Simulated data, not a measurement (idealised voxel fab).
Module name: voxel self aligned vias (process module)
FYI the section here is cut, 240 nm wide, cells are 5 nm squares.
Reading order for cross-sections: top band down to bottom band. Underlying form: a grid of square cells. Band size: one or more rows of cells.
The band entry comprises the height of the band's top followed by the height of its bottom, expressed in nm, and subsequently the band's materials from left to right, each stated together with its width in nm. Where a single material is marked with the word "full width", that material fills the band from edge to edge. The word "empty" represents empty space.
Ref level 0: as-received wafer is one material below here. Bottom band extends down with no lower bound ("from 0 down").
The expression "30->40" gives the width at the extremes of the band, the first number at its top row of cells and the second at its bottom row, with the width changing by equal amounts from each row to the next in between.
Where the words "nothing altered" appear for a step, the cross-section shows no cell changed by that step; every cell remained as before.
Voids not open to the top, 8 cells minimum: see "Closed void inventory". Written width x height at distance; distance is from the left edge; nm.
It should be noted that, on the line of a given step, the content following the step's settings is a remark produced by the simulator itself with respect to that step.
overlay nm: for a step with a mask, the amount by which the mask lay right of where it was planned; a negative amount means left of it.

# Intended process steps
| 1 | RECEIVE | material Si |
| 2 | CONFORMAL_DEP | material SiO2 | thk nm 10 |
| 3 | CONFORMAL_DEP | material SiCN | thk nm 5 |
| 4 | DIRECTIONAL_DEP | material SiO2 | thk nm 25 |
| 5 | PATTERN | tone open | mask id LINES | material resist | width nm 20 | pitch nm 65 | thk nm 15 | overlay nm -15 |
| 6 | DIRECTIONAL_ETCH | etch materials SiO2 | depth nm 25 |
| 7 | STRIP | etch materials resist |
| 8 | CONFORMAL_DEP | material TiN | thk nm 5 |
| 9 | FILL_DEP | material W | thk nm 10 |
| 10 | CMP | height nm 40 |
| 11 | SELECTIVE_ETCH | etch materials W Ru TiN | depth nm 10 |
| 12 | FILL_DEP | material SiN | thk nm 5 |
| 13 | CMP | height nm 40 |
| 14 | DIRECTIONAL_DEP | material SiO2 | thk nm 15 |
| 15 | DIRECTIONAL_DEP | material aC | thk nm 10 |
| 16 | PATTERN | tone open | mask id VIAS | material resist | width nm 40 | pitch nm 65 | thk nm 30 | overlay nm 0 |
| 17 | DIRECTIONAL_ETCH | etch materials aC | depth nm 10 |
| 18 | STRIP | etch materials resist |
| 19 | DIRECTIONAL_ETCH | etch materials SiO2 | depth nm 15 |
| 20 | DIRECTIONAL_ETCH | etch materials SiN | depth nm 10 |
| 21 | STRIP | etch materials aC |
| 22 | CONFORMAL_DEP | material TiN | thk nm 5 |
| 23 | FILL_DEP | material Ru | thk nm 5 |
| 24 | CMP | height nm 55 |
| 25 | CONFORMAL_DEP | material SiN | thk nm 5 |
The wafers are alike at the start. At step 5, their overlay nm differs. The plan lists the first wafer's value.

# So this is the first of several wafers, cross-sectioned as it came to us, meaning it's at the end of step 1
> from 0 down | Si full width
> Closed void inventory: none

# Cross-section, first of several wafers, end of module, after last step 25
> from 60 to 55 | SiN full width
> from 55 to 45 | SiO2 (65)  TiN (5)  Ru (30)  TiN (5)  SiO2 (25)  TiN (5)  Ru (30)  TiN (5)  SiO2 (70)
> from 45 to 40 | SiO2 (65)  TiN (5)  Ru (5)  TiN (30)  SiO2 (25)  TiN (5)  Ru (5)  TiN (30)  SiO2 (70)
> from 40 to 35 | SiO2 (60)  SiN (5)  TiN (5)  Ru (5)  TiN (5)  SiO2 (45)  SiN (5)  TiN (5)  Ru (5)  TiN (5)  SiO2 (95)
> from 35 to 30 | SiO2 (60)  SiN (5)  TiN (15)  SiO2 (45)  SiN (5)  TiN (15)  SiO2 (95)
> from 30 to 20 | SiO2 (60)  TiN (5)  W (10)  TiN (5)  SiO2 (45)  TiN (5)  W (10)  TiN (5)  SiO2 (95)
> from 20 to 15 | SiO2 (60)  TiN (20)  SiO2 (45)  TiN (20)  SiO2 (95)
> from 15 to 10 | SiCN full width
> from 10 to 0 | SiO2 full width
> from 0 down | Si full width
> Closed void inventory: none

# So this is the cross-section on the last wafer at the end of the module
> from 60 to 55 | SiN full width
> from 55 to 45 | SiO2 (65)  TiN (5)  Ru (30)  TiN (5)  SiO2 (25)  TiN (5)  Ru (30)  TiN (5)  SiO2 (70)
> from 45 to 40 | SiO2 (65)  TiN (30)  Ru (5)  TiN (5)  SiO2 (25)  TiN (30)  Ru (5)  TiN (5)  SiO2 (70)
> from 40 to 35 | SiO2 (90)  TiN (5)  Ru (5)  TiN (5)  SiN (5)  SiO2 (45)  TiN (5)  Ru (5)  TiN (5)  SiN (5)  SiO2 (65)
> from 35 to 30 | SiO2 (90)  TiN (15)  SiN (5)  SiO2 (45)  TiN (15)  SiN (5)  SiO2 (65)
> from 30 to 20 | SiO2 (90)  TiN (5)  W (10)  TiN (5)  SiO2 (45)  TiN (5)  W (10)  TiN (5)  SiO2 (65)
> from 20 to 15 | SiO2 (90)  TiN (20)  SiO2 (45)  TiN (20)  SiO2 (65)
> from 15 to 10 | SiCN full width
> from 10 to 0 | SiO2 full width
> from 0 down | Si full width
> Closed void inventory: none

# For your reference, the table is organized with a row per wafer; each row reflects the wafer at the end of the module, indicating for each material the cells gained (+) or lost (-) since receipt, and thereafter its closed voids
overlay nm -15; +28 Ru; +48 SiCN; +52 SiN; +392 SiO2; +48 TiN; +8 W; Closed void inventory: none
overlay nm -10; +32 Ru; +48 SiCN; +48 SiN; +392 SiO2; +48 TiN; +8 W; Closed void inventory: none
overlay nm -5; +32 Ru; +48 SiCN; +48 SiN; +392 SiO2; +48 TiN; +8 W; Closed void inventory: none
overlay nm 0; +32 Ru; +48 SiCN; +48 SiN; +392 SiO2; +48 TiN; +8 W; Closed void inventory: none
overlay nm 5; +32 Ru; +48 SiCN; +48 SiN; +392 SiO2; +48 TiN; +8 W; Closed void inventory: none
overlay nm 10; +32 Ru; +48 SiCN; +48 SiN; +392 SiO2; +48 TiN; +8 W; Closed void inventory: none
overlay nm 15; +28 Ru; +48 SiCN; +52 SiN; +392 SiO2; +48 TiN; +8 W; Closed void inventory: none
